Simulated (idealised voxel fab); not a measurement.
A process module follows: voxel self aligned vias.
Shown is cross-section cut, with a width of 160 nm and square cells of size 5 nm.
Cross-section = grid of square cells, listed top down in bands; band = one or more rows.
Band: top height; bottom height; in nm. Then, left to right: material with width in nm, for each material. "everywhere": a single material spanning edge to edge. "empty": empty space.
Heights are reckoned from 0. Under this level, the received wafer is all of one material. The bottommost band is open-ended downward, for example "0 down".
Read "30..40" as a graded width: first number on top, second number at the bottom, same change between each pair of neighbouring rows.
A step reported as "no change occurred" is a step in which no cell of the cross-section changed.
Empty spaces counting at least 8 cells and having no open way to the top are listed in "Enclosed cavities". The notation width x height at distance is used for each, the distance being from the left edge and all three values in nm.
Step line, after settings: the simulator's comment on this step.
Steps that use a mask can have "overlay nm" on their line. It says how far the mask sat to the right of where it was meant to be. Negative means to the left.
Here's what the planned process steps look like:
| 1 | RECEIVE,material Si |
| 2 | CONFORMAL_DEP,material SiO2,thk nm 15 |
| 3 | CONFORMAL_DEP,material SiCN,thk nm 5 |
| 4 | DIRECTIONAL_DEP,material lowk,thk nm 20 |
| 5 | MASKED_ETCH,tone open,mask id LINES,width nm 20,pitch nm 45,etch materials lowk,depth nm 20,overlay nm 0 |
| 6 | CONFORMAL_DEP,material TiN,thk nm 5 |
| 7 | FILL_DEP,material W,thk nm 5 |
| 8 | CMP,height nm 40 |
| 9 | SELECTIVE_ETCH,etch materials W Ru TiN,depth nm 10 |
| 10 | FILL_DEP,material SiN,thk nm 5 |
| 11 | CMP,height nm 40 |
| 12 | DIRECTIONAL_DEP,material lowk,thk nm 15 |
| 13 | PATTERN,tone open,mask id VIAS,material resist,width nm 30,pitch nm 45,thk nm 20,overlay nm 0 |
| 14 | DIRECTIONAL_ETCH,etch materials lowk,depth nm 15 |
| 15 | DIRECTIONAL_ETCH,etch materials SiN,depth nm 10 |
| 16 | STRIP,etch materials resist |
| 17 | CONFORMAL_DEP,material TiN,thk nm 5 |
| 18 | FILL_DEP,material Ru,thk nm 5 |
| 19 | CMP,height nm 55 |
| 20 | CONFORMAL_DEP,material SiN,thk nm 5 |
As-received state of the wafer in cross-section, equivalent to post-step 1:
    0 down | Si everywhere
    Enclosed cavities: none
Final cross-section, module run with one mistake (start and plan as above):
    60 to 55 | SiN everywhere
    55 to 45 | 35 of Ru / 5 of TiN / 30 of lowk / 5 of TiN / 5 of Ru / 5 of TiN / 30 of lowk / 5 of TiN / 40 of Ru
    45 to 40 | 40 of TiN / 30 of lowk / 15 of TiN / 30 of lowk / 45 of TiN
    40 to 30 | 45 of lowk / 20 of SiN / 25 of lowk / 20 of SiN / 50 of lowk
    30 to 25 | 45 of lowk / 5 of TiN / 10 of W / 5 of TiN / 25 of lowk / 5 of TiN / 10 of W / 5 of TiN / 50 of lowk
    25 to 20 | 45 of lowk / 20 of TiN / 25 of lowk / 20 of TiN / 50 of lowk
    20 to 15 | SiCN everywhere
    15 to 0 | SiO2 everywhere
    0 down | Si everywhere
    Enclosed cavities: none
It is concluded that the wafer was processed incorrectly with respect to the plan, in that contrary to plan, step 13 was performed as PATTERN,tone cover,mask id VIAS,material resist,width nm 30,pitch nm 45,thk nm 20,overlay nm 0
